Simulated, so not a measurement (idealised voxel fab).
process module | voxel air gaps
The width of the displayed cross-section, cut, is 280 nm; its cells are square, with a size of 5 nm.
Throughout this document, each cross-section is represented as a grid of square cells and is presented as a sequence of bands enumerated from the top downward, where a band comprises one or more rows of cells. Band entry format. Leading values: height of top, height of bottom, nm. Remainder: materials in left-to-right order, each with its width in nm. Special words: "throughout" on a single material, which then fills the band edge to edge; "air", empty space. Heights are measured from 0, the level below which the as-received wafer is all one material; the lowest band has no bottom and continues downward, written as in "z 0 and below". Think of "30->40" as a width that walks from the first number to the second as you go down the band, top row to bottom row, taking equal-sized steps from row to row. "no modifications" for a step: no cell of the cross-section changed in that step. Under "Closed internal voids" you'll find the enclosed gaps, the ones with no way out to the top, that are 8 cells or bigger; each reads width x height at distance, with distance counted from the left edge, everything in nm. Step line, after settings: the simulator's comment on this step. Each step line may optionally specify "overlay nm", which for a step with a mask gives the rightward distance between the mask's planned place and where it lay, a negative value indicating the leftward direction.

Steps planned for the process:
1. RECEIVE, material Si
2. CONFORMAL_DEP, material SiO2, thk nm 10
3. CONFORMAL_DEP, material SiCN, thk nm 5
4. DIRECTIONAL_DEP, material SiO2, thk nm 35
5. MASKED_ETCH, tone open, mask id LINES, width nm 25, pitch nm 50, etch materials SiO2, depth nm 35, overlay nm 0
6. CONFORMAL_DEP, material TiN, thk nm 5
7. FILL_DEP, material Cu, thk nm 10
8. CMP, height nm 50
9. EPI, material Ru, thk nm 10
10. SELECTIVE_ETCH, etch materials SiO2, depth nm 45
11. CONFORMAL_DEP, material SiCN, thk nm 5

Cross-section of the wafer as it came to us, i.e., already through step 1:
	z 0 and below  Si throughout
	Closed internal voids: none

Below is the wafer in cross-section after the module was completed. It began from the starting point shown above and followed the plan shown above, except that one mistake was made while running it:
	z 65 to 60  air 35, then SiCN 205, then air 40
	z 60 to 50  air 35, then SiCN 5, then Ru 45, then SiCN 5, then Ru 45, then SiCN 5, then Ru 45, then SiCN 5, then Ru 45, then SiCN 5, then air 40
	z 50 to 45  air 35, then SiCN 15, then TiN 5, then Cu 15, then TiN 5, then SiCN 25, then TiN 5, then Cu 15, then TiN 5, then SiCN 25, then TiN 5, then Cu 15, then TiN 5, then SiCN 25, then TiN 5, then Cu 15, then TiN 5, then SiCN 15, then air 40
	z 45 to 20  air 45, then SiCN 5, then TiN 5, then Cu 15, then TiN 5, then SiCN 5, then air 15, then SiCN 5, then TiN 5, then Cu 15, then TiN 5, then SiCN 5, then air 15, then SiCN 5, then TiN 5, then Cu 15, then TiN 5, then SiCN 5, then air 15, then SiCN 5, then TiN 5, then Cu 15, then TiN 5, then SiCN 5, then air 50
	z 20 to 15  air 45, then SiCN 5, then TiN 25, then SiCN 5, then air 15, then SiCN 5, then TiN 25, then SiCN 5, then air 15, then SiCN 5, then TiN 25, then SiCN 5, then air 15, then SiCN 5, then TiN 25, then SiCN 5, then air 50
	z 15 to 10  air 45, then SiCN 15, then SiO2 5, then SiCN 15, then air 15, then SiCN 15, then SiO2 5, then SiCN 15, then air 15, then SiCN 15, then SiO2 5, then SiCN 15, then air 15, then SiCN 15, then SiO2 5, then SiCN 15, then air 50
	z 10 to 5  SiCN 60, then SiO2 5, then SiCN 45, then SiO2 5, then SiCN 45, then SiO2 5, then SiCN 45, then SiO2 5, then SiCN 65
	z 5 to 0  SiCN throughout
	z 0 and below  Si throughout
	Closed internal voids: 15 x 35 at 80; 15 x 35 at 130; 15 x 35 at 180
Nonconformance to the process plan: steps 2 and 3: order swapped relative to plan
